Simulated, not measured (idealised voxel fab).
Process module in this document: voxel ribs on slabs
Cross-sectional view cut (width: 175 nm; square cell size: 5 nm).
Reading order for cross-sections: top band down to bottom band. Underlying form: a grid of square cells. Band size: one or more rows of cells.
Read a band's entry like this: the first values are the height of its top and the height of its bottom in nm, and what follows is the sequence of materials from left to right, each with its width in nm. Note that "blank" is empty space, and that a single material marked "edge to edge" reaches across the band from edge to edge.
Zero point of the height axis is 0; under it, received wafer = one material. Lowest band: continues down indefinitely, "0 and below".
The notation "30->40" denotes a width that varies across the rows of cells in the band, beginning at the first number in the top row, finishing at the second number in the bottom row, and changing by an identical amount from each row to the next.
"no change occurred" for a step: no cell of the cross-section changed in that step.
Closed-off voids of 8+ cells (no open route to the top) go in "Catalogued sealed voids", written width x height at distance from the left edge, in nm.
Where a step's line continues beyond its settings, the continuation is a remark by the simulator itself on that step.
"overlay nm" denotes, for a step that has a mask, the displacement of the mask to the right of its planned place, with negative values corresponding to the left.

THE FOLLOWING LIST GIVES THE PLANNED PROCESS STEPS
| 1 | RECEIVE,material Si |
| 2 | DIRECTIONAL_DEP,material SiO2,thk nm 30 |
| 3 | DIRECTIONAL_DEP,material SiN,thk nm 20 |
| 4 | PATTERN,tone cover,mask id RIB,material resist,width nm 20,thk nm 20,overlay nm 0 |
| 5 | DIRECTIONAL_ETCH,etch materials SiN,depth nm 15 |
| 6 | STRIP,etch materials resist |
| 7 | PATTERN,tone cover,mask id SLAB,material resist,width nm 60,thk nm 20,overlay nm 0 |
| 8 | DIRECTIONAL_ETCH,etch materials SiN,depth nm 5 |
| 9 | STRIP,etch materials resist |
| 10 | FILL_DEP,material SiO2,thk nm 15 |
| 11 | CMP,height nm 60 |
| 12 | DIRECTIONAL_DEP,material TiN,thk nm 10 |
| 13 | DIRECTIONAL_DEP,material aC,thk nm 10 |
| 14 | PATTERN,tone cover,mask id HEATER,material resist,width nm 30,thk nm 25,overlay nm 0 |
| 15 | DIRECTIONAL_ETCH,etch materials aC,depth nm 10 |
| 16 | STRIP,etch materials resist |
| 17 | DIRECTIONAL_ETCH,etch materials TiN,depth nm 10 |
| 18 | STRIP,etch materials aC |
| 19 | CONFORMAL_DEP,material SiN,thk nm 5 |

INCOMING WAFER IN CROSS-SECTION (STATE: AFTER STEP 1)
    0 and below  Si edge to edge
    Catalogued sealed voids: none

HERE'S THE WAFER CUT IN CROSS-SECTION AFTER THE MODULE, STARTED AND PLANNED JUST LIKE ABOVE, EXCEPT ONE THING WAS DONE WRONG IN THE RUN
    75 down to 70  SiN 75 nm | blank 20 nm | SiN 80 nm
    70 down to 65  TiN 70 nm | SiN 5 nm | blank 20 nm | SiN 5 nm | TiN 75 nm
    65 down to 60  TiN 70 nm | SiN 30 nm | TiN 75 nm
    60 down to 50  SiO2 edge to edge
    50 down to 35  SiO2 75 nm | SiN 20 nm | SiO2 80 nm
    35 down to 30  SiO2 55 nm | SiN 60 nm | SiO2 60 nm
    30 down to 0  SiO2 edge to edge
    0 and below  Si edge to edge
    Catalogued sealed voids: none
Nonconformance to the process plan: step 14 was not run as planned; what actually ran was PATTERN,tone open,mask id HEATER,material resist,width nm 30,thk nm 25,overlay nm 0
